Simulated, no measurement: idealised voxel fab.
You're looking at the process module voxel double patterning.
Cross-sectional view cut (width: 205 nm; square cell size: 5 nm).
When this document writes out a cross-section, it uses a grid of square cells and lists it as bands, beginning at the top and moving down, with a band standing for one or more rows of cells.
Quick guide to a band line: top height, bottom height (nm) up front; then every material left to right with its width in nm. Only one material and it's marked "all across"? Then it fills the band edge to edge. And "blank" just means empty space.
Ref level 0: as-received wafer is one material below here. Bottom band extends down with no lower bound ("0 down").
The two numbers in a width such as "30 to 40" mark its ends across the band: the first belongs to the top row of cells, the second to the bottom row, and from each row to the next the width moves by the same amount.
"remained the same", as given for a step, is the statement that not any cell of the cross-section underwent a change during that step.
The list in "Closed void inventory" covers empty spaces of 8 cells or more that cannot reach the top through any open way, and it gives each as width x height at distance; the distance is from the left edge, and width, height and distance are in nm.
Anything after a step's settings on that line? It's the simulator's own note about the step.
overlay nm: how far to the right of its planned place the mask lay on this masked step (negative: to the left).
List of planned process steps
1) RECEIVE | material Si
2) CONFORMAL_DEP | material SiO2 | thk nm 10
3) DIRECTIONAL_DEP | material TiN | thk nm 15
4) DIRECTIONAL_DEP | material SiCN | thk nm 10
5) MASKED_ETCH | tone open | mask id FIRST | width nm 15 | pitch nm 50 | etch materials SiCN | depth nm 10 | overlay nm 0
6) MASKED_ETCH | tone open | mask id SECOND | width nm 15 | etch materials SiCN | depth nm 10 | overlay nm 0
7) DIRECTIONAL_ETCH | etch materials TiN | depth nm 15
8) STRIP | etch materials SiCN
First of two wafers: run as planned
As-received state of the wafer in cross-section, equivalent to post-step 1
  0 down: Si all across
  Closed void inventory: none
After step 2: wafer cross-section
  10 to 0: SiO2 all across
  Whatever lies below 0 is exactly as it was before.
After step 3: wafer cross-section
  25 to 10: TiN all across
  Whatever lies below 10 is exactly as it was before.
After step 4: wafer cross-section
  35 to 25: SiCN all across
  Whatever lies below 25 is exactly as it was before.
After step 5: wafer cross-section
  35 to 25: 70 SiCN | 15 blank | 35 SiCN | 15 blank | 70 SiCN
  Whatever lies below 25 is exactly as it was before.
After step 6: wafer cross-section
  35 to 25: 70 SiCN | 15 blank | 10 SiCN | 15 blank | 10 SiCN | 15 blank | 70 SiCN
  Whatever lies below 25 is exactly as it was before.
After step 7: wafer cross-section
  35 to 25: 70 SiCN | 15 blank | 10 SiCN | 15 blank | 10 SiCN | 15 blank | 70 SiCN
  25 to 10: 70 TiN | 15 blank | 10 TiN | 15 blank | 10 TiN | 15 blank | 70 TiN
  Whatever lies below 10 is exactly as it was before.
After step 8: wafer cross-section
  25 to 10: 70 TiN | 15 blank | 10 TiN | 15 blank | 10 TiN | 15 blank | 70 TiN
  Whatever lies below 10 is exactly as it was before.
It is to be noted that the second wafer proceeded from the same initial state and according to the same plan as the first, although one mistake was committed in its execution; through step 2, inclusive, the two wafers share an identical history
Look at the second wafer in cross-section at the time step 3 ought to have finished
  40 to 10: TiN all across
  Whatever lies below 10 is exactly as it was before.
Look at the second wafer in cross-section at the time step 4 ought to have finished
  50 to 40: SiCN all across
  Whatever lies below 40 is exactly as it was before.
Look at the second wafer in cross-section at the time step 5 ought to have finished
  50 to 40: 70 SiCN | 15 blank | 35 SiCN | 15 blank | 70 SiCN
  Whatever lies below 40 is exactly as it was before.
Look at the second wafer in cross-section at the time step 6 ought to have finished
  50 to 40: 70 SiCN | 15 blank | 10 SiCN | 15 blank | 10 SiCN | 15 blank | 70 SiCN
  Whatever lies below 40 is exactly as it was before.
Look at the second wafer in cross-section at the time step 7 ought to have finished
  50 to 40: 70 SiCN | 15 blank | 10 SiCN | 15 blank | 10 SiCN | 15 blank | 70 SiCN
  40 to 25: 70 TiN | 15 blank | 10 TiN | 15 blank | 10 TiN | 15 blank | 70 TiN
  Whatever lies below 25 is exactly as it was before.
Look at the second wafer in cross-section at the time step 8 ought to have finished
  40 to 25: 70 TiN | 15 blank | 10 TiN | 15 blank | 10 TiN | 15 blank | 70 TiN
  Whatever lies below 25 is exactly as it was before.
Misprocessing identified: execution of plan step 3 occurred twice
End of process, cell counts, second wafer against first, materials with more or fewer: 123 more of TiN
